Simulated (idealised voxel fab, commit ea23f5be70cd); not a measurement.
Presented below is a process module, voxel lift off.
Shown is cross-section cut, with a width of 295 nm and square cells of size 5 nm.
This document writes a cross-section as a grid whose cells are square, and gives it as bands, listed from the top down; one or more rows of cells form a band.
Top height, bottom height, nm. Materials left to right, width each, nm. Single material + "full width" = fills band edge to edge. "blank" = empty.
For the purposes of this specification, 0 denotes the height below which the wafer in its as-received condition is composed wholly of one material, and the lowermost band, lacking a lower limit, extends downward without end, as expressed in "0..down".
Graded width ("30 to 40"): value in top row of band = first number; value in bottom row = second number; row-to-row change constant.
A step reported as "remained the same" is a step in which no cell of the cross-section changed.
In the "Enclosed void listing" entry, you get each enclosed empty space of 8 cells or more, one with no open way to the top, written width x height at distance, distance from the left edge, in nm.
On a step's line, text after the settings is the simulator commenting on that step.
overlay nm: how far to the right of its planned place the mask lay on this masked step (negative: to the left).
Steps planned for the process:
1. RECEIVE (material Si)
2. CONFORMAL_DEP (material SiO2; thk nm 15)
3. PATTERN (tone open; mask id LINES; material resist; width nm 15; pitch nm 35; thk nm 25; overlay nm 0)
4. DIRECTIONAL_DEP (material Ru; thk nm 15)
5. STRIP (etch materials resist)
6. CONFORMAL_DEP (material SiN; thk nm 5)
Below: the first of two wafers, run as planned:
Cross-sectional view of the wafer in its as-received condition, corresponding to the state after step 1:
> 0..down  Si full width
> Enclosed void listing: none
The wafer in cross-section once step 2 is complete:
> 15..0  SiO2 full width
> Under the height 0 nothing was changed.
The wafer in cross-section once step 3 is complete:
> 40..15  resist=85, then blank=15, then resist=20, then blank=15, then resist=20, then blank=15, then resist=20, then blank=15, then resist=90
> Under the height 15 nothing was changed.
The wafer in cross-section once step 4 is complete:
> 55..40  Ru=85, then blank=15, then Ru=20, then blank=15, then Ru=20, then blank=15, then Ru=20, then blank=15, then Ru=90
> 40..30  resist=85, then blank=15, then resist=20, then blank=15, then resist=20, then blank=15, then resist=20, then blank=15, then resist=90
> 30..15  resist=85, then Ru=15, then resist=20, then Ru=15, then resist=20, then Ru=15, then resist=20, then Ru=15, then resist=90
> Under the height 15 nothing was changed.
The wafer in cross-section once step 5 is complete:
> 30..15  blank=85, then Ru=15, then blank=20, then Ru=15, then blank=20, then Ru=15, then blank=20, then Ru=15, then blank=90
> Under the height 15 nothing was changed.
The wafer in cross-section once step 6 is complete:
> 35..30  blank=80, then SiN=25, then blank=10, then SiN=25, then blank=10, then SiN=25, then blank=10, then SiN=25, then blank=85
> 30..20  blank=80, then SiN=5, then Ru=15, then SiN=5, then blank=10, then SiN=5, then Ru=15, then SiN=5, then blank=10, then SiN=5, then Ru=15, then SiN=5, then blank=10, then SiN=5, then Ru=15, then SiN=5, then blank=85
> 20..15  SiN=85, then Ru=15, then SiN=20, then Ru=15, then SiN=20, then Ru=15, then SiN=20, then Ru=15, then SiN=90
> Under the height 15 nothing was changed.
Second wafer. Start and plan as for the first. One mistake made in running. Agrees with the first up to and including step 2:
What the second wafer looks like in cross-section when step 3 should have wrapped up:
> 40..15  resist=85, then blank=20, then resist=15, then blank=20, then resist=15, then blank=20, then resist=15, then blank=20, then resist=85
> Under the height 15 nothing was changed.
What the second wafer looks like in cross-section when step 4 should have wrapped up:
> 55..40  Ru=85, then blank=20, then Ru=15, then blank=20, then Ru=15, then blank=20, then Ru=15, then blank=20, then Ru=85
> 40..30  resist=85, then blank=20, then resist=15, then blank=20, then resist=15, then blank=20, then resist=15, then blank=20, then resist=85
> 30..15  resist=85, then Ru=20, then resist=15, then Ru=20, then resist=15, then Ru=20, then resist=15, then Ru=20, then resist=85
> Under the height 15 nothing was changed.
What the second wafer looks like in cross-section when step 5 should have wrapped up:
> 30..15  blank=85, then Ru=20, then blank=15, then Ru=20, then blank=15, then Ru=20, then blank=15, then Ru=20, then blank=85
> Under the height 15 nothing was changed.
What the second wafer looks like in cross-section when step 6 should have wrapped up:
> 35..30  blank=80, then SiN=30, then blank=5, then SiN=30, then blank=5, then SiN=30, then blank=5, then SiN=30, then blank=80
> 30..20  blank=80, then SiN=5, then Ru=20, then SiN=5, then blank=5, then SiN=5, then Ru=20, then SiN=5, then blank=5, then SiN=5, then Ru=20, then SiN=5, then blank=5, then SiN=5, then Ru=20, then SiN=5, then blank=80
> 20..15  SiN=85, then Ru=20, then SiN=15, then Ru=20, then SiN=15, then Ru=20, then SiN=15, then Ru=20, then SiN=85
> Under the height 15 nothing was changed.
Want to know what went wrong? step 3 off recipe, ran as PATTERN (tone open; mask id LINES; material resist; width nm 20; pitch nm 35; thk nm 25; overlay nm 0)
Count the cells at the end and the second wafer has more or fewer of some materials than the first: +12 Ru
